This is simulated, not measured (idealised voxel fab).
The following process module bears the name voxel trench capacitor.
Square cells of 5 nm make up the cross-section cut, whose width is 215 nm.
Cross-section = grid of square cells, listed top down in bands; band = one or more rows. The band entry comprises the height of the band's top followed by the height of its bottom, expressed in nm, and subsequently the band's materials from left to right, each stated together with its width in nm. Where a single material is marked with the word "throughout", that material fills the band from edge to edge. The word "blank" represents empty space. Height is counted from the level 0, under which the received wafer is composed throughout of one material. The lowest of the bands is not closed at the bottom but continues downward, in the notation "from 0 down". Width spec "30..40" -> top row of cells at first value, bottom row at second value, equal per-row change in between. What does "stayed the same" mean for a step? It means no cell of the cross-section changed in that step. Heads up: "Entrapped void list" only lists the empty pockets with no open path to the top that are 8 cells or more, and it writes them as width x height at distance, distance from the left edge, in nm. Text after the settings on a step's line: the simulator's own remark on that step. overlay nm: how far to the right of its planned place the mask lay on this masked step (negative: to the left).
[plan]
1: RECEIVE, material Si
2: CONFORMAL_DEP, material SiN, thk nm 10
3: MASKED_ETCH, tone open, mask id TRENCH, width nm 30, pitch nm 45, etch materials SiN, depth nm 10, overlay nm 0
4: MASKED_ETCH, tone open, mask id TRENCH, width nm 30, pitch nm 45, etch materials Si, depth nm 25, overlay nm 0
5: CONFORMAL_DEP, material Al2O3, thk nm 5
6: CONFORMAL_DEP, material TiN, thk nm 5
7: FILL_DEP, material W, thk nm 5
8: CMP, height nm 10
[Wafer as received: cross-section following step 1]
from 0 down  Si throughout
Entrapped void list: none
[End-of-module cross-section of the first of two wafers, processed as planned]
from 10 to 0  45 nm SiN  5 nm Al2O3  5 nm TiN  10 nm W  5 nm TiN  5 nm Al2O3  15 nm SiN  5 nm Al2O3  5 nm TiN  10 nm W  5 nm TiN  5 nm Al2O3  15 nm SiN  5 nm Al2O3  5 nm TiN  10 nm W  5 nm TiN  5 nm Al2O3  50 nm SiN
from 0 to -15  45 nm Si  5 nm Al2O3  5 nm TiN  10 nm W  5 nm TiN  5 nm Al2O3  15 nm Si  5 nm Al2O3  5 nm TiN  10 nm W  5 nm TiN  5 nm Al2O3  15 nm Si  5 nm Al2O3  5 nm TiN  10 nm W  5 nm TiN  5 nm Al2O3  50 nm Si
from -15 to -20  45 nm Si  5 nm Al2O3  20 nm TiN  5 nm Al2O3  15 nm Si  5 nm Al2O3  20 nm TiN  5 nm Al2O3  15 nm Si  5 nm Al2O3  20 nm TiN  5 nm Al2O3  50 nm Si
from -20 to -25  45 nm Si  30 nm Al2O3  15 nm Si  30 nm Al2O3  15 nm Si  30 nm Al2O3  50 nm Si
from -25 down  Si throughout
Entrapped void list: none
[What the second wafer looks like in cross-section once the module is done. Its start and its plan matched the first wafer's exactly; what differed was one mistake in how it was run]
from 10 to 0  45 nm SiN  5 nm Al2O3  5 nm TiN  5 nm W  10..5 nm TiN  5..10 nm Al2O3  15 nm SiN  5 nm Al2O3  5 nm TiN  5 nm W  10..5 nm TiN  5..10 nm Al2O3  15 nm SiN  5 nm Al2O3  5 nm TiN  5 nm W  10..5 nm TiN  5..10 nm Al2O3  50 nm SiN
from 0 to -15  45 nm Si  5 nm Al2O3  5 nm TiN  5 nm W  5 nm TiN  5 nm Al2O3  20 nm Si  5 nm Al2O3  5 nm TiN  5 nm W  5 nm TiN  5 nm Al2O3  20 nm Si  5 nm Al2O3  5 nm TiN  5 nm W  5 nm TiN  5 nm Al2O3  55 nm Si
from -15 to -20  45 nm Si  5 nm Al2O3  15 nm TiN  5 nm Al2O3  20 nm Si  5 nm Al2O3  15 nm TiN  5 nm Al2O3  20 nm Si  5 nm Al2O3  15 nm TiN  5 nm Al2O3  55 nm Si
from -20 to -25  45 nm Si  25 nm Al2O3  20 nm Si  25 nm Al2O3  20 nm Si  25 nm Al2O3  55 nm Si
from -25 down  Si throughout
Entrapped void list: none
Deviation noted in wafer processing: heads up, step 4 didn't go per plan, it actually ran as MASKED_ETCH, tone open, mask id TRENCH, width nm 30, pitch nm 45, etch materials Si, depth nm 25, overlay nm -5
In the final state, the cell counts of the second wafer exceed or fall short of those of the first for the following materials: Si +15; W -15
